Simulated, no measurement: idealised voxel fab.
voxel capacitor over wiring: a process module
For reference, the cross-section in this document is cut, with width 240 nm and square cells of 5 nm.
Just so we're on the same page, the cross-sections are grids of square cells, and they're listed out in bands top to bottom, each band one or more rows deep.
Read a band's entry like this: the first values are the height of its top and the height of its bottom in nm, and what follows is the sequence of materials from left to right, each with its width in nm. Note that "empty" is empty space, and that a single material marked "all across" reaches across the band from edge to edge.
Height datum 0, below which the as-received substrate wafer is one material. Lowest band open at the bottom, running downward: "0 -> down".
Think of "30->40" as a width that walks from the first number to the second as you go down the band, top row to bottom row, taking equal-sized steps from row to row.
For the purposes of this document, the phrase "remains unaltered" attached to a step denotes that no cell within the cross-section was modified by that step.
In "Sealed void list" the enclosed voids are listed, meaning empty spaces of 8 cells or larger without any opening to the top. The form is width x height at distance, distance from the left edge, units nm.
On each step's line, the part that comes after the settings is the simulator's own comment on the step.
The setting "overlay nm" may be written on the line of a step. When the step uses a mask, the value reports how far to the right of the planned place the mask lay, and a negative value reports that it lay to the left.
-- The steps planned for the process are as follows
1) RECEIVE [material Si]
2) CONFORMAL_DEP [material SiO2] [thk nm 10]
3) DIRECTIONAL_DEP [material TiN] [thk nm 5]
4) DIRECTIONAL_DEP [material W] [thk nm 15]
5) DIRECTIONAL_DEP [material aC] [thk nm 15]
6) PATTERN [tone cover] [mask id METAL_1] [material resist] [width nm 20] [pitch nm 70] [thk nm 35] [overlay nm 0]
7) DIRECTIONAL_ETCH [etch materials aC] [depth nm 15]
8) STRIP [etch materials resist]
9) DIRECTIONAL_ETCH [etch materials W] [depth nm 15]
10) DIRECTIONAL_ETCH [etch materials TiN] [depth nm 5]
11) STRIP [etch materials aC]
12) FILL_DEP [material lowk] [thk nm 5]
13) CMP [height nm 30]
14) CONFORMAL_DEP [material SiCN] [thk nm 5]
15) DIRECTIONAL_DEP [material lowk] [thk nm 10]
16) DIRECTIONAL_DEP [material aC] [thk nm 10]
17) PATTERN [tone open] [mask id PLUG_1] [material resist] [width nm 15] [thk nm 30] [overlay nm 0]
18) DIRECTIONAL_ETCH [etch materials aC] [depth nm 10]
19) STRIP [etch materials resist]
20) DIRECTIONAL_ETCH [etch materials lowk] [depth nm 10]
21) DIRECTIONAL_ETCH [etch materials SiCN] [depth nm 5]
22) STRIP [etch materials aC]
23) CONFORMAL_DEP [material TiN] [thk nm 5]
24) FILL_DEP [material W] [thk nm 10]
25) CMP [height nm 45]
26) DIRECTIONAL_DEP [material TiN] [thk nm 5]
27) DIRECTIONAL_DEP [material SiN] [thk nm 5]
28) DIRECTIONAL_DEP [material TiN] [thk nm 10]
29) DIRECTIONAL_DEP [material aC] [thk nm 15]
30) PATTERN [tone cover] [mask id UPPER_PLATE] [material resist] [width nm 55] [thk nm 35] [overlay nm 0]
31) DIRECTIONAL_ETCH [etch materials aC] [depth nm 15]
32) STRIP [etch materials resist]
33) DIRECTIONAL_ETCH [etch materials TiN] [depth nm 10]
34) DIRECTIONAL_ETCH [etch materials SiN] [depth nm 5]
35) STRIP [etch materials aC]
36) PATTERN [tone cover] [mask id LOWER_PLATE] [material resist] [width nm 65] [thk nm 15] [overlay nm 0]
37) DIRECTIONAL_ETCH [etch materials TiN] [depth nm 5]
38) STRIP [etch materials resist]
39) FILL_DEP [material SiO2] [thk nm 15]
40) CMP [height nm 75]
41) PATTERN [tone open] [mask id PLUG_2] [material resist] [width nm 15] [thk nm 20] [overlay nm 0]
42) DIRECTIONAL_ETCH [etch materials SiO2] [depth nm 10]
43) STRIP [etch materials resist]
44) CONFORMAL_DEP [material TiN] [thk nm 5]
45) FILL_DEP [material Ru] [thk nm 5]
46) CMP [height nm 75]
47) CONFORMAL_DEP [material SiCN] [thk nm 5]
-- Cross-section: wafer on arrival = after step 1
    0 -> down | Si all across
    Sealed void list: none
-- First wafer of two, sectioned at end of module; run went per plan
    80 -> 75 | SiCN all across
    75 -> 70 | SiO2 90 nm | TiN 5 nm | Ru 5 nm | TiN 5 nm | SiO2 135 nm
    70 -> 65 | SiO2 90 nm | TiN 15 nm | SiO2 135 nm
    65 -> 55 | SiO2 80 nm | TiN 55 nm | SiO2 105 nm
    55 -> 50 | SiO2 80 nm | SiN 55 nm | SiO2 105 nm
    50 -> 45 | SiO2 75 nm | TiN 65 nm | SiO2 100 nm
    45 -> 35 | lowk 80 nm | TiN 5 nm | W 5 nm | TiN 5 nm | lowk 145 nm
    35 -> 30 | SiCN 80 nm | TiN 15 nm | SiCN 145 nm
    30 -> 15 | lowk 75 nm | W 20 nm | lowk 50 nm | W 20 nm | lowk 75 nm
    15 -> 10 | lowk 75 nm | TiN 20 nm | lowk 50 nm | TiN 20 nm | lowk 75 nm
    10 -> 0 | SiO2 all across
    0 -> down | Si all across
    Sealed void list: none
-- Cross-sectional view of the second of two wafers upon completion of the module. This wafer shared its starting condition and process plan with the first; one error was made during its execution
    80 -> 75 | SiCN all across
    75 -> 70 | Ru 85 nm | TiN 5 nm | SiO2 15 nm | TiN 5 nm | Ru 130 nm
    70 -> 65 | TiN 90 nm | SiO2 15 nm | TiN 135 nm
    65 -> 55 | SiO2 80 nm | TiN 55 nm | SiO2 105 nm
    55 -> 50 | SiO2 80 nm | SiN 55 nm | SiO2 105 nm
    50 -> 45 | SiO2 75 nm | TiN 65 nm | SiO2 100 nm
    45 -> 35 | lowk 80 nm | TiN 5 nm | W 5 nm | TiN 5 nm | lowk 145 nm
    35 -> 30 | SiCN 80 nm | TiN 15 nm | SiCN 145 nm
    30 -> 15 | lowk 75 nm | W 20 nm | lowk 50 nm | W 20 nm | lowk 75 nm
    15 -> 10 | lowk 75 nm | TiN 20 nm | lowk 50 nm | TiN 20 nm | lowk 75 nm
    10 -> 0 | SiO2 all across
    0 -> down | Si all across
    Sealed void list: none
In executing the process, a mistake was made relative to the plan: step 41 changed vs plan, executed as PATTERN [tone cover] [mask id PLUG_2] [material resist] [width nm 15] [thk nm 20] [overlay nm 0]
Looking at both finished wafers in cells, the second ends up ahead of or behind the first on some materials: Ru: 42 more; SiO2: 84 fewer; TiN: 42 more
